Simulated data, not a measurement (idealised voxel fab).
process module | voxel self aligned vias
cross-section cut | 240 nm wide | cells 5 nm
A cross-section is a grid of square cells, given in bands from the top down. A band is one or more rows of cells.
Each band's line starts with the height of the band's top and of its bottom, in nm. Then come its materials from left to right, each with its width in nm. One material with "throughout" fills the band from edge to edge. "air" is empty space.
Height 0 is the level under which the wafer as received is all one material. The lowest band goes on downwards, as in "0 down".
A width such as "30 to 40" changes by the same amount from each row of cells to the next, from the band's top row to its bottom row.
"no change" after a step means that no cell of the cross-section changed.
closed voids: empty space of 8 cells or more with no open way to the top, each as width x height at its distance from the left edge, in nm
after a step's settings: what the simulator itself notes on the step
overlay nm, on a step with a mask: how far to the right of its planned place the mask lay; to the left if negative
plan
1 op RECEIVE | material Si
2 op CONFORMAL_DEP | material SiO2 | thk nm 10
3 op CONFORMAL_DEP | material SiCN | thk nm 5
4 op DIRECTIONAL_DEP | material SiO2 | thk nm 20
5 op PATTERN | tone open | mask id LINES | material resist | width nm 15 | pitch nm 60 | thk nm 20 | overlay nm 0
6 op DIRECTIONAL_ETCH | etch materials SiO2 | depth nm 20
7 op STRIP | etch materials resist
8 op CONFORMAL_DEP | material TiN | thk nm 5
9 op FILL_DEP | material W | thk nm 10
10 op CMP | height nm 35
11 op SELECTIVE_ETCH | etch materials W Ru TiN | depth nm 10
12 op FILL_DEP | material SiN | thk nm 10
13 op CMP | height nm 35
14 op DIRECTIONAL_DEP | material SiO2 | thk nm 20
15 op DIRECTIONAL_DEP | material aC | thk nm 15
16 op PATTERN | tone open | mask id VIAS | material resist | width nm 35 | thk nm 35 | overlay nm 0
17 op DIRECTIONAL_ETCH | etch materials aC | depth nm 15
18 op STRIP | etch materials resist
19 op DIRECTIONAL_ETCH | etch materials SiO2 | depth nm 20
20 op DIRECTIONAL_ETCH | etch materials SiN | depth nm 10
21 op STRIP | etch materials aC
22 op CONFORMAL_DEP | material TiN | thk nm 5
23 op FILL_DEP | material Ru | thk nm 10
24 op CMP | height nm 55
25 op CONFORMAL_DEP | material SiN | thk nm 5
varied across the wafers: width nm of step 5. The plan shows the first wafer's value. All wafers start alike
first wafer as received, after step 1
  0 down: Si throughout
  closed voids: none
first wafer at the end, after step 25
  60 to 55: SiN throughout
  55 to 40: SiO2 70 | TiN 5 | Ru 25 | TiN 5 | SiO2 135
  40 to 35: SiO2 70 | TiN 15 | Ru 5 | TiN 15 | SiO2 135
  35 to 30: SiO2 80 | TiN 5 | Ru 5 | TiN 5 | SiO2 45 | SiN 15 | SiO2 85
  30 to 25: SiO2 80 | TiN 15 | SiO2 45 | SiN 15 | SiO2 85
  25 to 20: SiO2 80 | TiN 5 | W 5 | TiN 5 | SiO2 45 | TiN 5 | W 5 | TiN 5 | SiO2 85
  20 to 15: SiO2 80 | TiN 15 | SiO2 45 | TiN 15 | SiO2 85
  15 to 10: SiCN throughout
  10 to 0: SiO2 throughout
  0 down: Si throughout
  closed voids: none
last wafer at the end
  60 to 55: SiN throughout
  55 to 35: SiO2 70 | TiN 5 | Ru 25 | TiN 5 | SiO2 135
  35 to 30: SiO2 70 | TiN 5 | Ru 25 | TiN 5 | SiN 5 | SiO2 20 | SiN 40 | SiO2 70
  30 to 25: SiO2 70 | TiN 35 | SiN 5 | SiO2 20 | SiN 40 | SiO2 70
  25 to 20: SiO2 70 | TiN 5 | W 30 | TiN 5 | SiO2 20 | TiN 5 | W 30 | TiN 5 | SiO2 70
  20 to 15: SiO2 70 | TiN 40 | SiO2 20 | TiN 40 | SiO2 70
  15 to 10: SiCN throughout
  10 to 0: SiO2 throughout
  0 down: Si throughout
  closed voids: none
each wafer at the end: cells of each material gained (+) or lost (-) since it was received, then its closed voids
width nm 15 | +17 Ru | +48 SiCN | +54 SiN | +428 SiO2 | +27 TiN | +2 W | closed voids: none
width nm 20 | +19 Ru | +48 SiCN | +56 SiN | +420 SiO2 | +29 TiN | +4 W | closed voids: none
width nm 25 | +21 Ru | +48 SiCN | +58 SiN | +412 SiO2 | +31 TiN | +6 W | closed voids: none
width nm 30 | +23 Ru | +48 SiCN | +60 SiN | +404 SiO2 | +33 TiN | +8 W | closed voids: none
width nm 35 | +25 Ru | +48 SiCN | +62 SiN | +396 SiO2 | +35 TiN | +10 W | closed voids: none
width nm 40 | +25 Ru | +48 SiCN | +66 SiN | +388 SiO2 | +37 TiN | +12 W | closed voids: none
